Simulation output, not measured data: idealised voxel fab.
process module | voxel self aligned contacts
cross-section cut | 230 nm wide | cells 5 nm
A cross-section is a grid of square cells, given in bands from the top down. A band is one or more rows of cells.
Each band's line starts with the height of the band's top and of its bottom, in nm. Then come its materials from left to right, each with its width in nm. One material with "throughout" fills the band from edge to edge. "air" is empty space.
Height 0 is the level under which the wafer as received is all one material. The lowest band goes on downwards, as in "0 down".
A width such as "30 to 40" changes by the same amount from each row of cells to the next, from the band's top row to its bottom row.
"no change" after a step means that no cell of the cross-section changed.
closed voids: empty space of 8 cells or more with no open way to the top, each as width x height at its distance from the left edge, in nm
after a step's settings: what the simulator itself notes on the step
overlay nm, on a step with a mask: how far to the right of its planned place the mask lay; to the left if negative
plan
1 op RECEIVE | material Si
2 op OXIDIZE | depth nm 5
3 op DIRECTIONAL_DEP | material polySi | thk nm 20
4 op DIRECTIONAL_DEP | material SiN | thk nm 25
5 op MASKED_ETCH | tone cover | mask id GATE | width nm 35 | pitch nm 75 | etch materials SiN | depth nm 25 | overlay nm 0
6 op MASKED_ETCH | tone cover | mask id GATE | width nm 35 | pitch nm 75 | etch materials polySi | depth nm 20 | overlay nm 0
7 op CONFORMAL_DEP | material SiN | thk nm 10
8 op DIRECTIONAL_ETCH | etch materials SiN | depth nm 10
9 op FILL_DEP | material SiO2 | thk nm 15
10 op CMP | height nm 50
11 op DIRECTIONAL_DEP | material aC | thk nm 10
12 op PATTERN | tone open | mask id CONTACT | material resist | width nm 60 | pitch nm 75 | thk nm 30 | overlay nm 0
13 op DIRECTIONAL_ETCH | etch materials aC | depth nm 10
14 op STRIP | etch materials resist
15 op DIRECTIONAL_ETCH | etch materials SiO2 | depth nm 55
16 op STRIP | etch materials aC
17 op CONFORMAL_DEP | material TiN | thk nm 5
18 op FILL_DEP | material Ru | thk nm 10
19 op CMP | height nm 50
20 op CONFORMAL_DEP | material SiCN | thk nm 5
as received, after step 1
  0 down: Si throughout
  closed voids: none
first wafer at the end, as planned
  55 to 50: SiCN throughout
  50 to 45: SiO2 45 | TiN 25 | Ru 10 | TiN 25 | SiO2 15 | TiN 25 | Ru 10 | TiN 25 | SiO2 50
  45 to 20: SiO2 10 | SiN 55 | TiN 5 | Ru 10 | TiN 5 | SiN 55 | TiN 5 | Ru 10 | TiN 5 | SiN 55 | SiO2 15
  20 to 0: SiO2 10 | SiN 10 | polySi 35 | SiN 10 | TiN 5 | Ru 10 | TiN 5 | SiN 10 | polySi 35 | SiN 10 | TiN 5 | Ru 10 | TiN 5 | SiN 10 | polySi 35 | SiN 10 | SiO2 15
  0 to -5: SiO2 65 | TiN 20 | SiO2 55 | TiN 20 | SiO2 70
  -5 down: Si throughout
  closed voids: none
second wafer at the end: like start, like plan, one mistake
  55 to 50: SiCN throughout
  50 to 45: SiO2 35 | TiN 35 | Ru 10 | TiN 15 | SiO2 15 | TiN 35 | Ru 10 | TiN 15 | SiO2 60
  45 to 20: SiO2 10 | SiN 55 | TiN 5 | Ru 10 | TiN 5 | SiN 55 | TiN 5 | Ru 10 | TiN 5 | SiN 55 | SiO2 15
  20 to 0: SiO2 10 | SiN 10 | polySi 35 | SiN 10 | TiN 5 | Ru 10 | TiN 5 | SiN 10 | polySi 35 | SiN 10 | TiN 5 | Ru 10 | TiN 5 | SiN 10 | polySi 35 | SiN 10 | SiO2 15
  0 to -5: SiO2 65 | TiN 20 | SiO2 55 | TiN 20 | SiO2 70
  -5 down: Si throughout
  closed voids: none
what went wrong: step 12 ran as: op PATTERN | tone open | mask id CONTACT | material resist | width nm 60 | pitch nm 75 | thk nm 30 | overlay nm -10
at the end the second wafer has, in cells: as many of each material as the first, in other places
